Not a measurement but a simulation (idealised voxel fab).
A process module follows: voxel transistor to metal.
FYI the section here is cut, 295 nm wide, cells are 5 nm squares.
Notation: cross-section as square-cell grid; stated in bands, top first, going down; one or more cell rows per band.
The entry gives the band's vertical extent as a top height and a bottom height in nm, then its horizontal make-up as materials from left to right, each with a width in nm. "air" stands for empty space; a single material marked "everywhere" fills the band edge to edge.
Height is counted from the level 0, under which the received wafer is composed throughout of one material. The lowest of the bands is not closed at the bottom but continues downward, in the notation "0 and below".
Read "30->40" as a graded width: first number on top, second number at the bottom, same change between each pair of neighbouring rows.
No cell of the cross-section changed in a step that is given as "everything unchanged".
Heads up: "Non-vented voids" only lists the empty pockets with no open path to the top that are 8 cells or more, and it writes them as width x height at distance, distance from the left edge, in nm.
The remark found on a step's line after its settings is issued by the simulator itself and pertains to that step.
A step's line can hold "overlay nm"; with a mask on that step, the setting says how far right of the planned place the mask lay, while a negative setting says it lay to the left.

-- The planned process steps are enumerated hereunder
1: RECEIVE (material Si)
2: OXIDIZE (depth nm 5)
3: CONFORMAL_DEP (material SiN; thk nm 10)
4: MASKED_ETCH (tone cover; mask id ACTIVE; width nm 105; pitch nm 125; etch materials SiN; depth nm 10; overlay nm 0)
5: MASKED_ETCH (tone cover; mask id ACTIVE; width nm 105; pitch nm 125; etch materials SiO2; depth nm 5; overlay nm 0)
6: MASKED_ETCH (tone cover; mask id ACTIVE; width nm 105; pitch nm 125; etch materials Si; depth nm 35; overlay nm 0)
7: OXIDIZE (depth nm 5)
8: FILL_DEP (material SiO2; thk nm 10)
9: CMP (height nm 10)
10: SELECTIVE_ETCH (etch materials SiO2; depth nm 5)
11: STRIP (etch materials SiN)
12: SELECTIVE_ETCH (etch materials SiO2; depth nm 5)
13: OXIDIZE (depth nm 5)
14: DIRECTIONAL_DEP (material polySi; thk nm 25)
15: DIRECTIONAL_DEP (material SiCN; thk nm 10)
16: DIRECTIONAL_DEP (material aC; thk nm 10)
17: PATTERN (tone cover; mask id GATE; material resist; width nm 35; pitch nm 125; thk nm 25; overlay nm 0)
18: DIRECTIONAL_ETCH (etch materials aC; depth nm 10)
19: STRIP (etch materials resist)
20: DIRECTIONAL_ETCH (etch materials SiCN; depth nm 20)
21: DIRECTIONAL_ETCH (etch materials polySi; depth nm 35)
22: STRIP (etch materials aC)
23: CONFORMAL_DEP (material SiN; thk nm 10)
24: DIRECTIONAL_ETCH (etch materials SiN; depth nm 10)
25: DIRECTIONAL_ETCH (etch materials SiO2; depth nm 5)
26: DIRECTIONAL_ETCH (etch materials Si; depth nm 10)
27: EPI (material nSi; thk nm 15)
28: FILL_DEP (material SiO2; thk nm 5)
29: CMP (height nm 20)
30: STRIP (etch materials polySi)
31: SELECTIVE_ETCH (etch materials SiO2; depth nm 5)
32: CONFORMAL_DEP (material HfO2; thk nm 5)
33: CONFORMAL_DEP (material TiN; thk nm 5)
34: FILL_DEP (material W; thk nm 5)
35: CMP (height nm 15)
36: DIRECTIONAL_DEP (material SiO2; thk nm 10)
37: DIRECTIONAL_DEP (material aC; thk nm 15)
38: PATTERN (tone open; mask id CONTACT; material resist; width nm 15; thk nm 35; overlay nm 0)
39: DIRECTIONAL_ETCH (etch materials aC; depth nm 15)
40: STRIP (etch materials resist)
41: DIRECTIONAL_ETCH (etch materials SiO2; depth nm 30)
42: STRIP (etch materials aC)
43: CONFORMAL_DEP (material TiN; thk nm 5)
44: FILL_DEP (material W; thk nm 10)
45: CMP (height nm 25)
46: DIRECTIONAL_DEP (material TiN; thk nm 5)
47: DIRECTIONAL_DEP (material W; thk nm 20)
48: DIRECTIONAL_DEP (material aC; thk nm 10)
49: PATTERN (tone cover; mask id METAL_1; material resist; width nm 15; thk nm 25; overlay nm 0)
50: DIRECTIONAL_ETCH (etch materials aC; depth nm 10)
51: STRIP (etch materials resist)
52: DIRECTIONAL_ETCH (etch materials W; depth nm 20)
53: DIRECTIONAL_ETCH (etch materials TiN; depth nm 5)
54: STRIP (etch materials aC)
55: FILL_DEP (material SiO2; thk nm 5)
56: CMP (height nm 50)
57: CONFORMAL_DEP (material SiCN; thk nm 5)
58: DIRECTIONAL_DEP (material SiO2; thk nm 30)
59: DIRECTIONAL_DEP (material aC; thk nm 10)
60: PATTERN (tone open; mask id METAL_2; material resist; width nm 15; pitch nm 125; thk nm 30; overlay nm 0)
61: DIRECTIONAL_ETCH (etch materials aC; depth nm 10)
62: STRIP (etch materials resist)
63: DIRECTIONAL_ETCH (etch materials SiO2; depth nm 20)
64: STRIP (etch materials aC)
65: DIRECTIONAL_DEP (material aC; thk nm 15)
66: PATTERN (tone open; mask id METAL_2_HOLES; material resist; width nm 15; pitch nm 125; thk nm 30; overlay nm 0)
67: DIRECTIONAL_ETCH (etch materials aC; depth nm 15)
68: STRIP (etch materials resist)
69: DIRECTIONAL_ETCH (etch materials SiO2; depth nm 10)
70: DIRECTIONAL_ETCH (etch materials SiCN; depth nm 5)
71: STRIP (etch materials aC)
72: CONFORMAL_DEP (material TiN; thk nm 5)
73: FILL_DEP (material Ru; thk nm 10)
74: CMP (height nm 85)
75: CONFORMAL_DEP (material SiN; thk nm 5)

-- Cross-sectional view of the wafer in its as-received condition, corresponding to the state after step 1
- 0 and below  Si everywhere
- Non-vented voids: none

-- Looking at the first of two wafers in cross-section at end of module - ran to plan
- 90 down to 85  SiN everywhere
- 85 down to 55  35 SiO2 / 5 TiN / 5 Ru / 5 TiN / 110 SiO2 / 5 TiN / 5 Ru / 5 TiN / 120 SiO2
- 55 down to 50  35 SiCN / 15 TiN / 110 SiCN / 15 TiN / 120 SiCN
- 50 down to 30  35 SiO2 / 15 W / 65 SiO2 / 15 W / 30 SiO2 / 15 W / 65 SiO2 / 15 W / 40 SiO2
- 30 down to 25  35 SiO2 / 15 TiN / 65 SiO2 / 15 TiN / 30 SiO2 / 15 TiN / 65 SiO2 / 15 TiN / 40 SiO2
- 25 down to 15  35 SiO2 / 5 TiN / 5 W / 5 TiN / 65 SiO2 / 5 TiN / 5 W / 5 TiN / 30 SiO2 / 5 TiN / 5 W / 5 TiN / 65 SiO2 / 5 TiN / 5 W / 5 TiN / 40 SiO2
- 15 down to 10  35 SiO2 / 5 TiN / 5 W / 5 TiN / 5 SiO2 / 10 SiN / 5 HfO2 / 5 TiN / 15 W / 5 TiN / 5 HfO2 / 10 SiN / 5 SiO2 / 5 TiN / 5 W / 5 TiN / 30 SiO2 / 5 TiN / 5 W / 5 TiN / 5 SiO2 / 10 SiN / 5 HfO2 / 5 TiN / 15 W / 5 TiN / 5 HfO2 / 10 SiN / 5 SiO2 / 5 TiN / 5 W / 5 TiN / 40 SiO2
- 10 down to 5  35 SiO2 / 15 TiN / 5 SiO2 / 10 SiN / 5 HfO2 / 5 TiN / 15 W / 5 TiN / 5 HfO2 / 10 SiN / 5 SiO2 / 15 TiN / 30 SiO2 / 15 TiN / 5 SiO2 / 10 SiN / 5 HfO2 / 5 TiN / 15 W / 5 TiN / 5 HfO2 / 10 SiN / 5 SiO2 / 15 TiN / 40 SiO2
- 5 down to 0  35 SiO2 / 5 TiN / 15 nSi / 10 SiN / 5 HfO2 / 5 TiN / 15 W / 5 TiN / 5 HfO2 / 10 SiN / 15 nSi / 5 TiN / 30 SiO2 / 5 TiN / 15 nSi / 10 SiN / 5 HfO2 / 5 TiN / 15 W / 5 TiN / 5 HfO2 / 10 SiN / 15 nSi / 5 TiN / 40 SiO2
- 0 down to -5  25 SiO2 / 10 SiN / 5 TiN / 15 nSi / 10 SiN / 5 HfO2 / 25 TiN / 5 HfO2 / 10 SiN / 15 nSi / 5 TiN / 10 SiN / 10 SiO2 / 10 SiN / 5 TiN / 15 nSi / 10 SiN / 5 HfO2 / 25 TiN / 5 HfO2 / 10 SiN / 15 nSi / 5 TiN / 10 SiN / 30 SiO2
- -5 down to -10  35 SiO2 / 20 nSi / 5 SiO2 / 45 HfO2 / 5 SiO2 / 20 nSi / 30 SiO2 / 20 nSi / 5 SiO2 / 45 HfO2 / 5 SiO2 / 20 nSi / 40 SiO2
- -10 down to -20  35 SiO2 / 20 nSi / 55 Si / 20 nSi / 30 SiO2 / 20 nSi / 55 Si / 20 nSi / 40 SiO2
- -20 down to -45  35 SiO2 / 95 Si / 30 SiO2 / 95 Si / 40 SiO2
- -45 and below  Si everywhere
- Non-vented voids: none

-- The second wafer, shown in cross-section after the module: started the same way as the first and given the same plan, yet one mistake crept into how it was run
- 90 down to 85  SiN everywhere
- 85 down to 55  35 SiO2 / 5 TiN / 5 Ru / 5 TiN / 110 SiO2 / 5 TiN / 5 Ru / 5 TiN / 120 SiO2
- 55 down to 50  35 SiCN / 15 TiN / 110 SiCN / 15 TiN / 120 SiCN
- 50 down to 45  SiO2 everywhere
- 45 down to 25  35 SiO2 / 15 W / 65 SiO2 / 15 W / 30 SiO2 / 15 W / 65 SiO2 / 15 W / 40 SiO2
- 25 down to 20  35 SiO2 / 15 TiN / 65 SiO2 / 15 TiN / 30 SiO2 / 15 TiN / 65 SiO2 / 15 TiN / 40 SiO2
- 20 down to 15  35 SiO2 / 5 TiN / 5 W / 5 TiN / 65 SiO2 / 5 TiN / 5 W / 5 TiN / 30 SiO2 / 5 TiN / 5 W / 5 TiN / 65 SiO2 / 5 TiN / 5 W / 5 TiN / 40 SiO2
- 15 down to 10  35 SiO2 / 5 TiN / 5 W / 5 TiN / 5 SiO2 / 10 SiN / 5 HfO2 / 5 TiN / 15 W / 5 TiN / 5 HfO2 / 10 SiN / 5 SiO2 / 5 TiN / 5 W / 5 TiN / 30 SiO2 / 5 TiN / 5 W / 5 TiN / 5 SiO2 / 10 SiN / 5 HfO2 / 5 TiN / 15 W / 5 TiN / 5 HfO2 / 10 SiN / 5 SiO2 / 5 TiN / 5 W / 5 TiN / 40 SiO2
- 10 down to 5  35 SiO2 / 15 TiN / 5 SiO2 / 10 SiN / 5 HfO2 / 5 TiN / 15 W / 5 TiN / 5 HfO2 / 10 SiN / 5 SiO2 / 15 TiN / 30 SiO2 / 15 TiN / 5 SiO2 / 10 SiN / 5 HfO2 / 5 TiN / 15 W / 5 TiN / 5 HfO2 / 10 SiN / 5 SiO2 / 15 TiN / 40 SiO2
- 5 down to 0  35 SiO2 / 5 TiN / 15 nSi / 10 SiN / 5 HfO2 / 5 TiN / 15 W / 5 TiN / 5 HfO2 / 10 SiN / 15 nSi / 5 TiN / 30 SiO2 / 5 TiN / 15 nSi / 10 SiN / 5 HfO2 / 5 TiN / 15 W / 5 TiN / 5 HfO2 / 10 SiN / 15 nSi / 5 TiN / 40 SiO2
- 0 down to -5  25 SiO2 / 10 SiN / 5 TiN / 15 nSi / 10 SiN / 5 HfO2 / 25 TiN / 5 HfO2 / 10 SiN / 15 nSi / 5 TiN / 10 SiN / 10 SiO2 / 10 SiN / 5 TiN / 15 nSi / 10 SiN / 5 HfO2 / 25 TiN / 5 HfO2 / 10 SiN / 15 nSi / 5 TiN / 10 SiN / 30 SiO2
- -5 down to -10  35 SiO2 / 20 nSi / 5 SiO2 / 45 HfO2 / 5 SiO2 / 20 nSi / 30 SiO2 / 20 nSi / 5 SiO2 / 45 HfO2 / 5 SiO2 / 20 nSi / 40 SiO2
- -10 down to -20  35 SiO2 / 20 nSi / 55 Si / 20 nSi / 30 SiO2 / 20 nSi / 55 Si / 20 nSi / 40 SiO2
- -20 down to -45  35 SiO2 / 95 Si / 30 SiO2 / 95 Si / 40 SiO2
- -45 and below  Si everywhere
- Non-vented voids: none
Want to know what went wrong? step 45, actual vs plan mismatch, actual run CMP (height nm 20)
Final wafer comparison in cells, second versus first, more or fewer per material: +12 SiO2, -8 TiN, -4 W
